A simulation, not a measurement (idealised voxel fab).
Name of the process module below: voxel tone inversion
205 nm wide, 5 nm square cells: that's cross-section cut.
Each cross-section below is a grid of square cells, stated as bands in top-down order, with one or more rows of cells making up each band. Basically the band line says how high the top is and how high the bottom is, in nm, and then what's in it from left to right, every material with its width in nm. Empty space shows up as "empty", and if a single material carries "all across" it runs the full band edge to edge. All heights in this document are referenced to 0, defined as the level beneath which the wafer, as received, consists entirely of one material. The lowest band is not bounded below; it extends indefinitely downward and is written in the form "0 and below". So if you see something like "30..40" for the width, read it as the top row of the band sitting at the first number and the bottom row at the second, with every row in between moving by the same amount as the last. For the purposes of this document, the phrase "nothing altered" attached to a step denotes that no cell within the cross-section was modified by that step. Closed-off voids of 8+ cells (no open route to the top) go in "Entrapped voids", written width x height at distance from the left edge, in nm. If you see something after the settings on a step's line, that's the simulator's own remark about that step. overlay nm: mask right of planned place by this much (step with mask). Neg. = left.

### Below is the list of planned process steps
1: RECEIVE (material Si)
2: CONFORMAL_DEP (material SiCN; thk nm 5)
3: DIRECTIONAL_DEP (material polySi; thk nm 20)
4: PATTERN (tone cover; mask id POSTS; material resist; width nm 25; pitch nm 50; thk nm 30; overlay nm 0)
5: DIRECTIONAL_ETCH (etch materials polySi; depth nm 20)
6: STRIP (etch materials resist)
7: FILL_DEP (material SiO2; thk nm 10)
8: CMP (height nm 25)
9: STRIP (etch materials polySi)
10: CONFORMAL_DEP (material TiN; thk nm 5)
11: FILL_DEP (material Ru; thk nm 10)
12: CMP (height nm 25)
13: CONFORMAL_DEP (material SiCN; thk nm 5)

### Here's what the wafer looked like in cross-section when it arrived - that's after step 1
  0 and below  Si all across
  Entrapped voids: none

### First of two wafers: cross-section at end of module, run per plan
  30 down to 25  SiCN all across
  25 down to 10  SiO2 15 nm | TiN 5 nm | Ru 15 nm | TiN 5 nm | SiO2 25 nm | TiN 5 nm | Ru 15 nm | TiN 5 nm | SiO2 25 nm | TiN 5 nm | Ru 15 nm | TiN 5 nm | SiO2 25 nm | TiN 5 nm | Ru 15 nm | TiN 5 nm | SiO2 15 nm
  10 down to 5  SiO2 15 nm | TiN 25 nm | SiO2 25 nm | TiN 25 nm | SiO2 25 nm | TiN 25 nm | SiO2 25 nm | TiN 25 nm | SiO2 15 nm
  5 down to 0  SiCN all across
  0 and below  Si all across
  Entrapped voids: none

### Cross-section, second wafer: same start as the first, same plan as the first, one mistake in running it; taken at the end of the module
  45 down to 40  SiCN all across
  40 down to 30  Ru all across
  30 down to 25  TiN 20 nm | Ru 15 nm | TiN 35 nm | Ru 15 nm | TiN 35 nm | Ru 15 nm | TiN 35 nm | Ru 15 nm | TiN 20 nm
  25 down to 10  SiO2 15 nm | TiN 5 nm | Ru 15 nm | TiN 5 nm | SiO2 25 nm | TiN 5 nm | Ru 15 nm | TiN 5 nm | SiO2 25 nm | TiN 5 nm | Ru 15 nm | TiN 5 nm | SiO2 25 nm | TiN 5 nm | Ru 15 nm | TiN 5 nm | SiO2 15 nm
  10 down to 5  SiO2 15 nm | TiN 25 nm | SiO2 25 nm | TiN 25 nm | SiO2 25 nm | TiN 25 nm | SiO2 25 nm | TiN 25 nm | SiO2 15 nm
  5 down to 0  SiCN all across
  0 and below  Si all across
  Entrapped voids: none
The mistake made against the process plan was this: step 12 was left out
The second wafer ends with more or fewer cells of some materials than the first, per final count: Ru: 94 more | TiN: 29 more
